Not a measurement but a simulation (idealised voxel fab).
Herein follows the process module entitled voxel fin reveal.
Each square cell in cross-section cut measures 5 nm, and the section as a whole is 250 nm wide.
For the purposes of this document, a cross-section shall be understood as a grid of square cells, specified as bands listed in top-to-bottom order, each band consisting of one or more rows of cells. First you get the band's top height and its bottom height, in nm, and then the materials it's made of, left to right, with each width in nm. If you see a single material with "edge to edge", that one covers the band edge to edge. "blank" is empty space. Where do heights start? At 0: under that level the wafer as delivered is made of one material only. And the lowest band has no floor; it just carries on downward, as in "0..down". Graded width ("30->40"): value in top row of band = first number; value in bottom row = second number; row-to-row change constant. For the purposes of this document, the phrase "remains unaltered" attached to a step denotes that no cell within the cross-section was modified by that step. Each empty space that has no open way to the top and spans at least 8 cells appears under "Closed cavity list" as width x height at distance, the distance counted from the left edge, all in nm. That trailing text on a step's line, after the settings, is the simulator's own remark on the step. overlay nm: how far to the right of its planned place the mask lay on this masked step (negative: to the left).
[Here's what the planned process steps look like]
1,RECEIVE, material Si
2,CONFORMAL_DEP, material SiN, thk nm 5
3,DIRECTIONAL_DEP, material aC, thk nm 15
4,PATTERN, tone cover, mask id FINS, material resist, width nm 15, pitch nm 35, thk nm 35, overlay nm 0
5,DIRECTIONAL_ETCH, etch materials aC, depth nm 15
6,STRIP, etch materials resist
7,DIRECTIONAL_ETCH, etch materials SiN, depth nm 5
8,DIRECTIONAL_ETCH, etch materials Si, depth nm 35
9,STRIP, etch materials aC
10,OXIDIZE, depth nm 5
11,FILL_DEP, material SiO2, thk nm 15
12,CMP, height nm 5
13,SELECTIVE_ETCH, etch materials SiO2, depth nm 25
14,STRIP, etch materials SiN
[Here's what the wafer looked like in cross-section when it arrived - that's after step 1]
    0..down  Si edge to edge
    Closed cavity list: none
[Sectioned view, first of two wafers, at the close of the module, processed as intended in the plan]
    0..-20  blank (85); Si (5); blank (30); Si (5); blank (30); Si (5); blank (90)
    -20..-40  SiO2 (85); Si (5); SiO2 (30); Si (5); SiO2 (30); Si (5); SiO2 (90)
    -40..down  Si edge to edge
    Closed cavity list: none
[Presented here is a cross-section of the second of the two wafers as it stood at the end of the module. It was started in the same manner and assigned the same plan as the first wafer; however, one mistake was made in its execution]
    0..-20  blank (85); Si (10); blank (25); Si (10); blank (25); Si (10); blank (85)
    -20..-40  SiO2 (85); Si (10); SiO2 (25); Si (10); SiO2 (25); Si (10); SiO2 (85)
    -40..down  Si edge to edge
    Closed cavity list: none
So what did we get wrong on this run? it should be noted that step 4 was executed with settings other than those planned, the operation and settings actually applied being PATTERN, tone cover, mask id FINS, material resist, width nm 20, pitch nm 35, thk nm 35, overlay nm 0
It is noted that, at the conclusion of processing, the second wafer exhibits a higher or lower cell count for certain materials relative to the first: Si: 24 more; SiO2: 12 fewer
